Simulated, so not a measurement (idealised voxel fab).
Process module, titled voxel trench capacitor
Shown is cross-section cut, with a width of 220 nm and square cells of size 5 nm.
Reading order for cross-sections: top band down to bottom band. Underlying form: a grid of square cells. Band size: one or more rows of cells.
Top height, bottom height, nm. Materials left to right, width each, nm. Single material + "full width" = fills band edge to edge. "blank" = empty.
Convention: height 0 is the level below which the wafer, as received, is all one material. The lowest band does not terminate at the bottom but continues downward, represented as "top 0, no bottom".
It should be noted that a width expressed as "30->40" varies in equal increments from row to row of cells within the band, taking the value of the first number at the top row and that of the second number at the bottom row.
"remains unaltered" for a step: no cell of the cross-section changed in that step.
"closed voids" contains a list of empty spaces, each no smaller than 8 cells and without an open way to the top, written in the form width x height at distance with the distance from the left edge and all three in nm.
On a step's line, text after the settings is the simulator commenting on that step.
"overlay nm" on a masked step: distance the mask lay right of its planned place, negative for left.
SO HERE'S THE LINEUP OF PROCESS STEPS WE PLANNED
| 1 | RECEIVE: material Si |
| 2 | CONFORMAL_DEP: material SiN, thk nm 5 |
| 3 | DIRECTIONAL_DEP: material aC, thk nm 10 |
| 4 | PATTERN: tone open, mask id TRENCH, material resist, width nm 25, pitch nm 40, thk nm 25, overlay nm 0 |
| 5 | DIRECTIONAL_ETCH: etch materials aC, depth nm 10 |
| 6 | STRIP: etch materials resist |
| 7 | DIRECTIONAL_ETCH: etch materials SiN, depth nm 5 |
| 8 | DIRECTIONAL_ETCH: etch materials Si, depth nm 25 |
| 9 | STRIP: etch materials aC |
| 10 | CONFORMAL_DEP: material SiO2, thk nm 5 |
| 11 | FILL_DEP: material polySi, thk nm 5 |
| 12 | CMP: height nm 5 |
AS-RECEIVED STATE OF THE WAFER IN CROSS-SECTION, EQUIVALENT TO POST-STEP 1
* top 0, no bottom  Si full width
* closed voids: none
END-OF-MODULE CROSS-SECTION. STARTING STRUCTURE AND PROCESS PLAN AS ABOVE; ONE MISTAKE MADE IN RUNNING IT
* top 5, bottom 0  SiN=35  SiO2=5  polySi=15  SiO2=5  SiN=15  SiO2=5  polySi=15  SiO2=5  SiN=15  SiO2=5  polySi=15  SiO2=5  SiN=15  SiO2=5  polySi=15  SiO2=5  SiN=40
* top 0, bottom -45  Si=35  SiO2=5  polySi=15  SiO2=5  Si=15  SiO2=5  polySi=15  SiO2=5  Si=15  SiO2=5  polySi=15  SiO2=5  Si=15  SiO2=5  polySi=15  SiO2=5  Si=40
* top -45, bottom -50  Si=35  SiO2=25  Si=15  SiO2=25  Si=15  SiO2=25  Si=15  SiO2=25  Si=40
* top -50, no bottom  Si full width
* closed voids: none
Run error: in the plan, step 8 was performed twice
